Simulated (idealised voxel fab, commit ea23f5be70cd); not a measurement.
Documented hereafter: the process module known as voxel capacitor over wiring.
Pictured: cross-section cut, 245 nm wide, on a grid of 5 nm square cells.
Reading order for cross-sections: top band down to bottom band. Underlying form: a grid of square cells. Band size: one or more rows of cells. Look at the band entry: it leads with the top's height and the bottom's height in nm. Then it lists the materials left to right, with a width in nm for each. The word "throughout" on a single material says that material fills the band edge to edge. The word "air" is empty space. For the purposes of this specification, 0 denotes the height below which the wafer in its as-received condition is composed wholly of one material, and the lowermost band, lacking a lower limit, extends downward without end, as expressed in "top 0, no bottom". So if you see something like "30->40" for the width, read it as the top row of the band sitting at the first number and the bottom row at the second, with every row in between moving by the same amount as the last. "no modification", as given for a step, is the statement that not any cell of the cross-section underwent a change during that step. In the "Closed void inventory" entry, you get each enclosed empty space of 8 cells or more, one with no open way to the top, written width x height at distance, distance from the left edge, in nm. Text after the settings on a step's line: the simulator's own remark on that step. What "overlay nm" on a step's line means: if the step has a mask, that mask lay this far to the right of its planned place, or, when the value is negative, to the left.
**Intended process steps**
1: RECEIVE, material Si
2: CONFORMAL_DEP, material SiO2, thk nm 15
3: DIRECTIONAL_DEP, material TiN, thk nm 5
4: DIRECTIONAL_DEP, material W, thk nm 25
5: DIRECTIONAL_DEP, material aC, thk nm 10
6: PATTERN, tone cover, mask id METAL_1, material resist, width nm 25, pitch nm 80, thk nm 30, overlay nm 0
7: DIRECTIONAL_ETCH, etch materials aC, depth nm 10
8: STRIP, etch materials resist
9: DIRECTIONAL_ETCH, etch materials W, depth nm 25
10: DIRECTIONAL_ETCH, etch materials TiN, depth nm 5
11: STRIP, etch materials aC
12: CONFORMAL_DEP, material SiCN, thk nm 5
13: FILL_DEP, material lowk, thk nm 10
14: CMP, height nm 45
15: CONFORMAL_DEP, material SiCN, thk nm 5
16: DIRECTIONAL_DEP, material lowk, thk nm 10
17: DIRECTIONAL_DEP, material aC, thk nm 10
18: PATTERN, tone open, mask id PLUG_1, material resist, width nm 15, thk nm 30, overlay nm 0
19: DIRECTIONAL_ETCH, etch materials aC, depth nm 10
20: STRIP, etch materials resist
21: DIRECTIONAL_ETCH, etch materials lowk, depth nm 10
22: DIRECTIONAL_ETCH, etch materials SiCN, depth nm 5
23: STRIP, etch materials aC
24: CONFORMAL_DEP, material TiN, thk nm 5
25: FILL_DEP, material Cu, thk nm 5
26: CMP, height nm 60
27: DIRECTIONAL_DEP, material TiN, thk nm 5
28: DIRECTIONAL_DEP, material SiN, thk nm 5
29: DIRECTIONAL_DEP, material TiN, thk nm 5
30: DIRECTIONAL_DEP, material aC, thk nm 10
31: PATTERN, tone cover, mask id UPPER_PLATE, material resist, width nm 60, thk nm 30, overlay nm 0
32: DIRECTIONAL_ETCH, etch materials aC, depth nm 10
33: STRIP, etch materials resist
34: DIRECTIONAL_ETCH, etch materials TiN, depth nm 5
35: DIRECTIONAL_ETCH, etch materials SiN, depth nm 5
36: STRIP, etch materials aC
37: PATTERN, tone cover, mask id LOWER_PLATE, material resist, width nm 70, thk nm 20, overlay nm 0
38: DIRECTIONAL_ETCH, etch materials TiN, depth nm 5
39: STRIP, etch materials resist
40: FILL_DEP, material SiO2, thk nm 20
41: CMP, height nm 90
42: MASKED_ETCH, tone open, mask id PLUG_2, width nm 15, etch materials SiO2, depth nm 15, overlay nm 0
43: CONFORMAL_DEP, material TiN, thk nm 5
44: FILL_DEP, material Cu, thk nm 10
45: CMP, height nm 90
46: CONFORMAL_DEP, material SiN, thk nm 5
**Cross-sectional view of the wafer in its as-received condition, corresponding to the state after step 1**
- top 0, no bottom: Si throughout
- Closed void inventory: none
**Cross-sectional image of the first of two wafers at the end of the module, the run having proceeded as planned**
- top 95, bottom 90: SiN throughout
- top 90, bottom 80: SiO2: 90; TiN: 5; Cu: 5; TiN: 5; SiO2: 140
- top 80, bottom 70: SiO2: 90->80; TiN: 15->60; SiO2: 140->105
- top 70, bottom 65: SiO2: 80; SiN: 60; SiO2: 105
- top 65, bottom 60: SiO2: 75; TiN: 70; SiO2: 100
- top 60, bottom 50: lowk: 80; TiN: 5; Cu: 5; TiN: 5; lowk: 150
- top 50, bottom 45: SiCN: 80; TiN: 15; SiCN: 150
- top 45, bottom 20: lowk: 65; SiCN: 5; W: 25; SiCN: 5; lowk: 45; SiCN: 5; W: 25; SiCN: 5; lowk: 65
- top 20, bottom 15: SiCN: 70; TiN: 25; SiCN: 55; TiN: 25; SiCN: 70
- top 15, bottom 0: SiO2 throughout
- top 0, no bottom: Si throughout
- Closed void inventory: none
**What the second wafer looks like in cross-section once the module is done. Its start and its plan matched the first wafer's exactly; what differed was one mistake in how it was run**
- top 95, bottom 90: SiN throughout
- top 90, bottom 80: SiO2: 90; TiN: 5; Cu: 5; TiN: 5; SiO2: 140
- top 80, bottom 75: SiO2: 90; TiN: 15; SiO2: 140
- top 75, bottom 70: W throughout
- top 70, bottom 65: SiN throughout
- top 65, bottom 60: TiN throughout
- top 60, bottom 50: lowk: 80; TiN: 5; Cu: 5; TiN: 5; lowk: 150
- top 50, bottom 45: SiCN: 80; TiN: 15; SiCN: 150
- top 45, bottom 20: lowk: 65; SiCN: 5; W: 25; SiCN: 5; lowk: 45; SiCN: 5; W: 25; SiCN: 5; lowk: 65
- top 20, bottom 15: SiCN: 70; TiN: 25; SiCN: 55; TiN: 25; SiCN: 70
- top 15, bottom 0: SiO2 throughout
- top 0, no bottom: Si throughout
- Closed void inventory: none
Want to know what went wrong? so step 29 ended up running with a different setting than we planned, it ran as DIRECTIONAL_DEP, material W, thk nm 5
The second wafer ends with more or fewer cells of some materials than the first, per final count: SiN +37, SiO2 -109, TiN +23, W +49
